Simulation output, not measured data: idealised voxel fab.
A process module follows: voxel wiring stack.
cross-section cut | 250 nm wide | cells 5 nm
Reading order for cross-sections: top band down to bottom band. Underlying form: a grid of square cells. Band size: one or more rows of cells.
For a band, the entry starts with two heights in nm, that of the top and then that of the bottom, and carries on with the band's materials in order from left to right, each alongside its width in nm; the word "edge to edge" beside a single material means it fills the band edge to edge, and "air" means empty space.
Heads up on the height convention: 0 is the point under which the incoming wafer is all one material, and the lowest band has no bottom, it just keeps going down, like "from 0 down".
Per-row width for "30..40": begins at first number (top row of band), ends at second number (bottom row), increment between rows held constant.
The cross-section has no changed cell in any step marked "same as before".
"Cavities, sealed" lists enclosed empty spaces (at least 8 cells, no open path upward to the top), each as width x height at distance from the left edge, in nm.
What comes after the settings on a step's line is commentary from the simulator itself on that step.
overlay nm: step with mask; distance mask lay right of planned place; negative value = left of planned place.

# Set out below are the planned steps of the process
1. RECEIVE (material Si)
2. CONFORMAL_DEP (material SiO2; thk nm 10)
3. DIRECTIONAL_DEP (material TiN; thk nm 5)
4. DIRECTIONAL_DEP (material Ru; thk nm 20)
5. DIRECTIONAL_DEP (material aC; thk nm 15)
6. PATTERN (tone cover; mask id METAL_1; material resist; width nm 30; pitch nm 55; thk nm 30; overlay nm 0)
7. DIRECTIONAL_ETCH (etch materials aC; depth nm 15)
8. STRIP (etch materials resist)
9. DIRECTIONAL_ETCH (etch materials Ru; depth nm 20)
10. DIRECTIONAL_ETCH (etch materials TiN; depth nm 5)
11. STRIP (etch materials aC)
12. FILL_DEP (material SiO2; thk nm 5)
13. CMP (height nm 35)
14. CONFORMAL_DEP (material SiCN; thk nm 5)
15. DIRECTIONAL_DEP (material SiO2; thk nm 10)
16. PATTERN (tone open; mask id PLUG_1; material resist; width nm 15; pitch nm 55; thk nm 15; overlay nm 0)
17. DIRECTIONAL_ETCH (etch materials SiO2; depth nm 10)
18. DIRECTIONAL_ETCH (etch materials SiCN; depth nm 5)
19. STRIP (etch materials resist)
20. CONFORMAL_DEP (material TiN; thk nm 5)
21. FILL_DEP (material W; thk nm 10)
22. CMP (height nm 50)
23. DIRECTIONAL_DEP (material TiN; thk nm 5)
24. DIRECTIONAL_DEP (material W; thk nm 20)
25. PATTERN (tone cover; mask id METAL_2; material resist; width nm 30; pitch nm 55; thk nm 15; overlay nm 0)
26. DIRECTIONAL_ETCH (etch materials W; depth nm 20)
27. DIRECTIONAL_ETCH (etch materials TiN; depth nm 5)
28. STRIP (etch materials resist)
29. CONFORMAL_DEP (material SiCN; thk nm 5)
30. FILL_DEP (material SiO2; thk nm 10)
31. CMP (height nm 75)
32. CONFORMAL_DEP (material SiCN; thk nm 5)
33. DIRECTIONAL_DEP (material SiO2; thk nm 30)
34. DIRECTIONAL_DEP (material aC; thk nm 10)
35. PATTERN (tone open; mask id METAL_3; material resist; width nm 30; pitch nm 55; thk nm 25; overlay nm 0)
36. DIRECTIONAL_ETCH (etch materials aC; depth nm 10)
37. STRIP (etch materials resist)
38. DIRECTIONAL_ETCH (etch materials SiO2; depth nm 15)
39. STRIP (etch materials aC)
40. PATTERN (tone open; mask id METAL_3_HOLES; material resist; width nm 15; pitch nm 55; thk nm 15; overlay nm 0)
41. DIRECTIONAL_ETCH (etch materials SiO2; depth nm 15)
42. DIRECTIONAL_ETCH (etch materials SiCN; depth nm 5)
43. STRIP (etch materials resist)
44. CONFORMAL_DEP (material TiN; thk nm 5)
45. FILL_DEP (material Cu; thk nm 10)
46. CMP (height nm 110)
47. CONFORMAL_DEP (material SiCN; thk nm 5)

# Wafer, first of two, run as planned

# Cross-sectional view of the wafer in its as-received condition, corresponding to the state after step 1
    from 0 down: Si edge to edge
    Cavities, sealed: none

# Cross-sectional representation of the wafer at the conclusion of step 2
    from 10 to 0: SiO2 edge to edge
    For the remainder of the cross-section, below 0, there is no change.

# Cross-sectional representation of the wafer at the conclusion of step 3
    from 15 to 10: TiN edge to edge
    For the remainder of the cross-section, below 10, there is no change.

# Cross-sectional representation of the wafer at the conclusion of step 4
    from 35 to 15: Ru edge to edge
    For the remainder of the cross-section, below 15, there is no change.

# Cross-sectional representation of the wafer at the conclusion of step 5
    from 50 to 35: aC edge to edge
    For the remainder of the cross-section, below 35, there is no change.

# Cross-sectional representation of the wafer at the conclusion of step 6
    from 80 to 50: air=55; resist=30; air=25; resist=30; air=25; resist=30; air=55
    For the remainder of the cross-section, below 50, there is no change.

# Cross-sectional representation of the wafer at the conclusion of step 7
    from 65 to 50: air=55; resist=30; air=25; resist=30; air=25; resist=30; air=55
    from 50 to 35: air=55; aC=30; air=25; aC=30; air=25; aC=30; air=55
    For the remainder of the cross-section, below 35, there is no change.

# Cross-sectional representation of the wafer at the conclusion of step 8
    from 50 to 35: air=55; aC=30; air=25; aC=30; air=25; aC=30; air=55
    For the remainder of the cross-section, below 35, there is no change.

# Cross-sectional representation of the wafer at the conclusion of step 9
    from 50 to 35: air=55; aC=30; air=25; aC=30; air=25; aC=30; air=55
    from 35 to 15: air=55; Ru=30; air=25; Ru=30; air=25; Ru=30; air=55
    For the remainder of the cross-section, below 15, there is no change.

# Cross-sectional representation of the wafer at the conclusion of step 10
    from 50 to 35: air=55; aC=30; air=25; aC=30; air=25; aC=30; air=55
    from 35 to 15: air=55; Ru=30; air=25; Ru=30; air=25; Ru=30; air=55
    from 15 to 10: air=55; TiN=30; air=25; TiN=30; air=25; TiN=30; air=55
    For the remainder of the cross-section, below 10, there is no change.

# Cross-sectional representation of the wafer at the conclusion of step 11
    from 35 to 15: air=55; Ru=30; air=25; Ru=30; air=25; Ru=30; air=55
    For the remainder of the cross-section, below 15, there is no change.

# Cross-sectional representation of the wafer at the conclusion of step 12
    from 40 to 35: SiO2 edge to edge
    from 35 to 15: SiO2=55; Ru=30; SiO2=25; Ru=30; SiO2=25; Ru=30; SiO2=55
    from 15 to 10: SiO2=55; TiN=30; SiO2=25; TiN=30; SiO2=25; TiN=30; SiO2=55
    For the remainder of the cross-section, below 10, there is no change.

# Cross-sectional representation of the wafer at the conclusion of step 13
    from 35 to 15: SiO2=55; Ru=30; SiO2=25; Ru=30; SiO2=25; Ru=30; SiO2=55
    For the remainder of the cross-section, below 15, there is no change.

# Cross-sectional representation of the wafer at the conclusion of step 14
    from 40 to 35: SiCN edge to edge
    For the remainder of the cross-section, below 35, there is no change.

# Cross-sectional representation of the wafer at the conclusion of step 15
    from 50 to 40: SiO2 edge to edge
    For the remainder of the cross-section, below 40, there is no change.

# Cross-sectional representation of the wafer at the conclusion of step 16
    from 65 to 50: resist=55; air=15; resist=40; air=15; resist=40; air=15; resist=70
    For the remainder of the cross-section, below 50, there is no change.

# Cross-sectional representation of the wafer at the conclusion of step 17
    from 65 to 50: resist=55; air=15; resist=40; air=15; resist=40; air=15; resist=70
    from 50 to 40: SiO2=55; air=15; SiO2=40; air=15; SiO2=40; air=15; SiO2=70
    For the remainder of the cross-section, below 40, there is no change.

# Cross-sectional representation of the wafer at the conclusion of step 18
    from 65 to 50: resist=55; air=15; resist=40; air=15; resist=40; air=15; resist=70
    from 50 to 40: SiO2=55; air=15; SiO2=40; air=15; SiO2=40; air=15; SiO2=70
    from 40 to 35: SiCN=55; air=15; SiCN=40; air=15; SiCN=40; air=15; SiCN=70
    For the remainder of the cross-section, below 35, there is no change.

# Cross-sectional representation of the wafer at the conclusion of step 19
    from 50 to 40: SiO2=55; air=15; SiO2=40; air=15; SiO2=40; air=15; SiO2=70
    For the remainder of the cross-section, below 40, there is no change.

# Cross-sectional representation of the wafer at the conclusion of step 20
    from 55 to 50: TiN=60; air=5; TiN=50; air=5; TiN=50; air=5; TiN=75
    from 50 to 40: SiO2=55; TiN=5; air=5; TiN=5; SiO2=40; TiN=5; air=5; TiN=5; SiO2=40; TiN=5; air=5; TiN=5; SiO2=70
    from 40 to 35: SiCN=55; TiN=15; SiCN=40; TiN=15; SiCN=40; TiN=15; SiCN=70
    For the remainder of the cross-section, below 35, there is no change.

# Cross-sectional representation of the wafer at the conclusion of step 21
    from 65 to 55: W edge to edge
    from 55 to 50: TiN=60; W=5; TiN=50; W=5; TiN=50; W=5; TiN=75
    from 50 to 40: SiO2=55; TiN=5; W=5; TiN=5; SiO2=40; TiN=5; W=5; TiN=5; SiO2=40; TiN=5; W=5; TiN=5; SiO2=70
    For the remainder of the cross-section, below 40, there is no change.

# Cross-sectional representation of the wafer at the conclusion of step 22
    from 50 to 40: SiO2=55; TiN=5; W=5; TiN=5; SiO2=40; TiN=5; W=5; TiN=5; SiO2=40; TiN=5; W=5; TiN=5; SiO2=70
    For the remainder of the cross-section, below 40, there is no change.

# Cross-sectional representation of the wafer at the conclusion of step 23
    from 55 to 50: TiN edge to edge
    For the remainder of the cross-section, below 50, there is no change.

# Cross-sectional representation of the wafer at the conclusion of step 24
    from 75 to 55: W edge to edge
    For the remainder of the cross-section, below 55, there is no change.

# Cross-sectional representation of the wafer at the conclusion of step 25
    from 90 to 75: air=55; resist=30; air=25; resist=30; air=25; resist=30; air=55
    For the remainder of the cross-section, below 75, there is no change.

# Cross-sectional representation of the wafer at the conclusion of step 26
    from 90 to 75: air=55; resist=30; air=25; resist=30; air=25; resist=30; air=55
    from 75 to 55: air=55; W=30; air=25; W=30; air=25; W=30; air=55
    For the remainder of the cross-section, below 55, there is no change.

# Cross-sectional representation of the wafer at the conclusion of step 27
    from 90 to 75: air=55; resist=30; air=25; resist=30; air=25; resist=30; air=55
    from 75 to 55: air=55; W=30; air=25; W=30; air=25; W=30; air=55
    from 55 to 50: air=55; TiN=30; air=25; TiN=30; air=25; TiN=30; air=55
    For the remainder of the cross-section, below 50, there is no change.

# Cross-sectional representation of the wafer at the conclusion of step 28
    from 75 to 55: air=55; W=30; air=25; W=30; air=25; W=30; air=55
    For the remainder of the cross-section, below 55, there is no change.

# Cross-sectional representation of the wafer at the conclusion of step 29
    from 80 to 75: air=50; SiCN=40; air=15; SiCN=40; air=15; SiCN=40; air=50
    from 75 to 55: air=50; SiCN=5; W=30; SiCN=5; air=15; SiCN=5; W=30; SiCN=5; air=15; SiCN=5; W=30; SiCN=5; air=50
    from 55 to 50: SiCN=55; TiN=30; SiCN=25; TiN=30; SiCN=25; TiN=30; SiCN=55
    For the remainder of the cross-section, below 50, there is no change.

# Cross-sectional representation of the wafer at the conclusion of step 30
    from 90 to 80: SiO2 edge to edge
    from 80 to 75: SiO2=50; SiCN=40; SiO2=15; SiCN=40; SiO2=15; SiCN=40; SiO2=50
    from 75 to 55: SiO2=50; SiCN=5; W=30; SiCN=5; SiO2=15; SiCN=5; W=30; SiCN=5; SiO2=15; SiCN=5; W=30; SiCN=5; SiO2=50
    For the remainder of the cross-section, below 55, there is no change.

# Cross-sectional representation of the wafer at the conclusion of step 31
    from 75 to 55: SiO2=50; SiCN=5; W=30; SiCN=5; SiO2=15; SiCN=5; W=30; SiCN=5; SiO2=15; SiCN=5; W=30; SiCN=5; SiO2=50
    For the remainder of the cross-section, below 55, there is no change.

# Cross-sectional representation of the wafer at the conclusion of step 32
    from 80 to 75: SiCN edge to edge
    For the remainder of the cross-section, below 75, there is no change.

# Cross-sectional representation of the wafer at the conclusion of step 33
    from 110 to 80: SiO2 edge to edge
    For the remainder of the cross-section, below 80, there is no change.

# Cross-sectional representation of the wafer at the conclusion of step 34
    from 120 to 110: aC edge to edge
    For the remainder of the cross-section, below 110, there is no change.

# Cross-sectional representation of the wafer at the conclusion of step 35
    from 145 to 120: resist=55; air=30; resist=25; air=30; resist=25; air=30; resist=55
    For the remainder of the cross-section, below 120, there is no change.

# Cross-sectional representation of the wafer at the conclusion of step 36
    from 135 to 120: resist=55; air=30; resist=25; air=30; resist=25; air=30; resist=55
    from 120 to 110: aC=55; air=30; aC=25; air=30; aC=25; air=30; aC=55
    For the remainder of the cross-section, below 110, there is no change.

# Cross-sectional representation of the wafer at the conclusion of step 37
    from 120 to 110: aC=55; air=30; aC=25; air=30; aC=25; air=30; aC=55
    For the remainder of the cross-section, below 110, there is no change.

# Cross-sectional representation of the wafer at the conclusion of step 38
    from 120 to 110: aC=55; air=30; aC=25; air=30; aC=25; air=30; aC=55
    from 110 to 95: SiO2=55; air=30; SiO2=25; air=30; SiO2=25; air=30; SiO2=55
    For the remainder of the cross-section, below 95, there is no change.

# Cross-sectional representation of the wafer at the conclusion of step 39
    from 110 to 95: SiO2=55; air=30; SiO2=25; air=30; SiO2=25; air=30; SiO2=55
    For the remainder of the cross-section, below 95, there is no change.

# Cross-sectional representation of the wafer at the conclusion of step 40
    from 125 to 110: resist=55; air=15; resist=40; air=15; resist=40; air=15; resist=70
    from 110 to 95: SiO2=55; air=15; resist=15; SiO2=25; air=15; resist=15; SiO2=25; air=15; resist=15; SiO2=55
    For the remainder of the cross-section, below 95, there is no change.

# Cross-sectional representation of the wafer at the conclusion of step 41
    from 125 to 110: resist=55; air=15; resist=40; air=15; resist=40; air=15; resist=70
    from 110 to 95: SiO2=55; air=15; resist=15; SiO2=25; air=15; resist=15; SiO2=25; air=15; resist=15; SiO2=55
    from 95 to 80: SiO2=55; air=15; SiO2=40; air=15; SiO2=40; air=15; SiO2=70
    For the remainder of the cross-section, below 80, there is no change.

# Cross-sectional representation of the wafer at the conclusion of step 42
    from 125 to 110: resist=55; air=15; resist=40; air=15; resist=40; air=15; resist=70
    from 110 to 95: SiO2=55; air=15; resist=15; SiO2=25; air=15; resist=15; SiO2=25; air=15; resist=15; SiO2=55
    from 95 to 80: SiO2=55; air=15; SiO2=40; air=15; SiO2=40; air=15; SiO2=70
    from 80 to 75: SiCN=55; air=15; SiCN=40; air=15; SiCN=40; air=15; SiCN=70
    For the remainder of the cross-section, below 75, there is no change.

# Cross-sectional representation of the wafer at the conclusion of step 43
    from 110 to 95: SiO2=55; air=30; SiO2=25; air=30; SiO2=25; air=30; SiO2=55
    For the remainder of the cross-section, below 95, there is no change.

# Cross-sectional representation of the wafer at the conclusion of step 44
    from 115 to 110: TiN=60; air=20; TiN=35; air=20; TiN=35; air=20; TiN=60
    from 110 to 100: SiO2=55; TiN=5; air=20; TiN=5; SiO2=25; TiN=5; air=20; TiN=5; SiO2=25; TiN=5; air=20; TiN=5; SiO2=55
    from 100 to 95: SiO2=55; TiN=5; air=5; TiN=20; SiO2=25; TiN=5; air=5; TiN=20; SiO2=25; TiN=5; air=5; TiN=20; SiO2=55
    from 95 to 80: SiO2=55; TiN=5; air=5; TiN=5; SiO2=40; TiN=5; air=5; TiN=5; SiO2=40; TiN=5; air=5; TiN=5; SiO2=70
    from 80 to 75: SiCN=55; TiN=15; SiCN=40; TiN=15; SiCN=40; TiN=15; SiCN=70
    For the remainder of the cross-section, below 75, there is no change.

# Cross-sectional representation of the wafer at the conclusion of step 45
    from 125 to 115: Cu edge to edge
    from 115 to 110: TiN=60; Cu=20; TiN=35; Cu=20; TiN=35; Cu=20; TiN=60
    from 110 to 100: SiO2=55; TiN=5; Cu=20; TiN=5; SiO2=25; TiN=5; Cu=20; TiN=5; SiO2=25; TiN=5; Cu=20; TiN=5; SiO2=55
    from 100 to 95: SiO2=55; TiN=5; Cu=5; TiN=20; SiO2=25; TiN=5; Cu=5; TiN=20; SiO2=25; TiN=5; Cu=5; TiN=20; SiO2=55
    from 95 to 80: SiO2=55; TiN=5; Cu=5; TiN=5; SiO2=40; TiN=5; Cu=5; TiN=5; SiO2=40; TiN=5; Cu=5; TiN=5; SiO2=70
    For the remainder of the cross-section, below 80, there is no change.

# Cross-sectional representation of the wafer at the conclusion of step 46
    from 110 to 100: SiO2=55; TiN=5; Cu=20; TiN=5; SiO2=25; TiN=5; Cu=20; TiN=5; SiO2=25; TiN=5; Cu=20; TiN=5; SiO2=55
    For the remainder of the cross-section, below 100, there is no change.

# Cross-sectional representation of the wafer at the conclusion of step 47
    from 115 to 110: SiCN edge to edge
    For the remainder of the cross-section, below 110, there is no change.

# The Second Wafer: Common Origin and Plan, One Mistake in Execution, Identical to the First Through Step 37

# Second wafer at the planned finish of step 38, seen in cross-section
    from 120 to 110: aC=55; air=30; aC=25; air=30; aC=25; air=30; aC=55
    from 110 to 80: SiO2=55; air=30; SiO2=25; air=30; SiO2=25; air=30; SiO2=55
    For the remainder of the cross-section, below 80, there is no change.

# Second wafer at the planned finish of step 39, seen in cross-section
    from 110 to 80: SiO2=55; air=30; SiO2=25; air=30; SiO2=25; air=30; SiO2=55
    For the remainder of the cross-section, below 80, there is no change.

# Second wafer at the planned finish of step 40, seen in cross-section
    from 125 to 110: resist=55; air=15; resist=40; air=15; resist=40; air=15; resist=70
    from 110 to 80: SiO2=55; air=15; resist=15; SiO2=25; air=15; resist=15; SiO2=25; air=15; resist=15; SiO2=55
    For the remainder of the cross-section, below 80, there is no change.

Second wafer at the planned finish of step 41, seen in cross-section: same as before

# Second wafer at the planned finish of step 42, seen in cross-section
    from 125 to 110: resist=55; air=15; resist=40; air=15; resist=40; air=15; resist=70
    from 110 to 80: SiO2=55; air=15; resist=15; SiO2=25; air=15; resist=15; SiO2=25; air=15; resist=15; SiO2=55
    from 80 to 75: SiCN=55; air=15; SiCN=40; air=15; SiCN=40; air=15; SiCN=70
    For the remainder of the cross-section, below 75, there is no change.

# Second wafer at the planned finish of step 43, seen in cross-section
    from 110 to 80: SiO2=55; air=30; SiO2=25; air=30; SiO2=25; air=30; SiO2=55
    For the remainder of the cross-section, below 80, there is no change.

# Second wafer at the planned finish of step 44, seen in cross-section
    from 115 to 110: TiN=60; air=20; TiN=35; air=20; TiN=35; air=20; TiN=60
    from 110 to 85: SiO2=55; TiN=5; air=20; TiN=5; SiO2=25; TiN=5; air=20; TiN=5; SiO2=25; TiN=5; air=20; TiN=5; SiO2=55
    from 85 to 80: SiO2=55; TiN=5; air=5; TiN=20; SiO2=25; TiN=5; air=5; TiN=20; SiO2=25; TiN=5; air=5; TiN=20; SiO2=55
    from 80 to 75: SiCN=55; TiN=15; SiCN=40; TiN=15; SiCN=40; TiN=15; SiCN=70
    For the remainder of the cross-section, below 75, there is no change.

# Second wafer at the planned finish of step 45, seen in cross-section
    from 125 to 115: Cu edge to edge
    from 115 to 110: TiN=60; Cu=20; TiN=35; Cu=20; TiN=35; Cu=20; TiN=60
    from 110 to 85: SiO2=55; TiN=5; Cu=20; TiN=5; SiO2=25; TiN=5; Cu=20; TiN=5; SiO2=25; TiN=5; Cu=20; TiN=5; SiO2=55
    from 85 to 80: SiO2=55; TiN=5; Cu=5; TiN=20; SiO2=25; TiN=5; Cu=5; TiN=20; SiO2=25; TiN=5; Cu=5; TiN=20; SiO2=55
    For the remainder of the cross-section, below 80, there is no change.

# Second wafer at the planned finish of step 46, seen in cross-section
    from 110 to 85: SiO2=55; TiN=5; Cu=20; TiN=5; SiO2=25; TiN=5; Cu=20; TiN=5; SiO2=25; TiN=5; Cu=20; TiN=5; SiO2=55
    For the remainder of the cross-section, below 85, there is no change.

# Second wafer at the planned finish of step 47, seen in cross-section
    from 115 to 110: SiCN edge to edge
    For the remainder of the cross-section, below 110, there is no change.
Processing error: twice over, step 38 of the plan was run
The closing comparison, in cells, has the second wafer with more or fewer of some materials than the first: Cu +27; SiO2 -27
